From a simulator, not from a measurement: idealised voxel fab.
Process module, titled voxel lift off
The width of the displayed cross-section, cut, is 170 nm; its cells are square, with a size of 5 nm.
Cross-section format: a grid of square cells, given as bands from top to bottom; each band is one or more rows of cells.
Per band: top height and bottom height in nm, followed by the left-to-right materials and their widths in nm; "edge to edge" marks a single material spanning edge to edge, "empty" marks empty space.
Heights are reckoned from 0. Under this level, the received wafer is all of one material. The bottommost band is open-ended downward, for example "0 nm and below".
The expression "30 to 40" gives the width at the extremes of the band, the first number at its top row of cells and the second at its bottom row, with the width changing by equal amounts from each row to the next in between.
"no alterations made" (step): cross-section cells unchanged, all of them.
So "Trapped cavities" is basically the list of trapped voids: any empty space of 8 cells or more that can't reach the top through an opening. They're written width x height at distance, the distance being from the left edge, and it's all nm.
Formally, on a step line, whatever follows the settings is a remark that the simulator itself makes on the step.
overlay nm, on a step with a mask: how far to the right of its planned place the mask lay; to the left if negative
[Intended process steps]
1: RECEIVE: material Si
2: CONFORMAL_DEP: material SiO2, thk nm 5
3: PATTERN: tone open, mask id LINES, material resist, width nm 30, pitch nm 60, thk nm 25, overlay nm 0
4: DIRECTIONAL_DEP: material Ru, thk nm 15
5: STRIP: etch materials resist
6: CONFORMAL_DEP: material SiCN, thk nm 5
[First wafer, two in total, run as planned]
[Cross-section of the wafer at receipt, which is the condition after step 1]
> 0 nm and below  Si edge to edge
> Trapped cavities: none
[State of the wafer after step 2, shown in cross-section]
> 5 nm to 0 nm  SiO2 edge to edge
> Under 0: no change, same as before.
[State of the wafer after step 3, shown in cross-section]
> 30 nm to 5 nm  resist=40 / empty=30 / resist=30 / empty=30 / resist=40
> Under 5: no change, same as before.
[State of the wafer after step 4, shown in cross-section]
> 45 nm to 30 nm  Ru=40 / empty=30 / Ru=30 / empty=30 / Ru=40
> 30 nm to 20 nm  resist=40 / empty=30 / resist=30 / empty=30 / resist=40
> 20 nm to 5 nm  resist=40 / Ru=30 / resist=30 / Ru=30 / resist=40
> Under 5: no change, same as before.
[State of the wafer after step 5, shown in cross-section]
> 20 nm to 5 nm  empty=40 / Ru=30 / empty=30 / Ru=30 / empty=40
> Under 5: no change, same as before.
[State of the wafer after step 6, shown in cross-section]
> 25 nm to 20 nm  empty=35 / SiCN=40 / empty=20 / SiCN=40 / empty=35
> 20 nm to 10 nm  empty=35 / SiCN=5 / Ru=30 / SiCN=5 / empty=20 / SiCN=5 / Ru=30 / SiCN=5 / empty=35
> 10 nm to 5 nm  SiCN=40 / Ru=30 / SiCN=30 / Ru=30 / SiCN=40
> Under 5: no change, same as before.
[Second wafer. Start and plan as for the first. One mistake made in running. Agrees with the first up to and including step 1]
At the planned end of step 2, the second wafer in cross-section: no alterations made
[At the planned end of step 3, the second wafer in cross-section]
> 25 nm to 0 nm  resist=40 / empty=30 / resist=30 / empty=30 / resist=40
> Under 0: no change, same as before.
[At the planned end of step 4, the second wafer in cross-section]
> 40 nm to 25 nm  Ru=40 / empty=30 / Ru=30 / empty=30 / Ru=40
> 25 nm to 15 nm  resist=40 / empty=30 / resist=30 / empty=30 / resist=40
> 15 nm to 0 nm  resist=40 / Ru=30 / resist=30 / Ru=30 / resist=40
> Under 0: no change, same as before.
[At the planned end of step 5, the second wafer in cross-section]
> 15 nm to 0 nm  empty=40 / Ru=30 / empty=30 / Ru=30 / empty=40
> Under 0: no change, same as before.
[At the planned end of step 6, the second wafer in cross-section]
> 20 nm to 15 nm  empty=35 / SiCN=40 / empty=20 / SiCN=40 / empty=35
> 15 nm to 5 nm  empty=35 / SiCN=5 / Ru=30 / SiCN=5 / empty=20 / SiCN=5 / Ru=30 / SiCN=5 / empty=35
> 5 nm to 0 nm  SiCN=40 / Ru=30 / SiCN=30 / Ru=30 / SiCN=40
> Under 0: no change, same as before.
The mistake made against the process plan was this: step 2 of the plan was excluded from execution and never run
The closing comparison, in cells, has the second wafer with more or fewer of some materials than the first: 34 fewer of SiO2
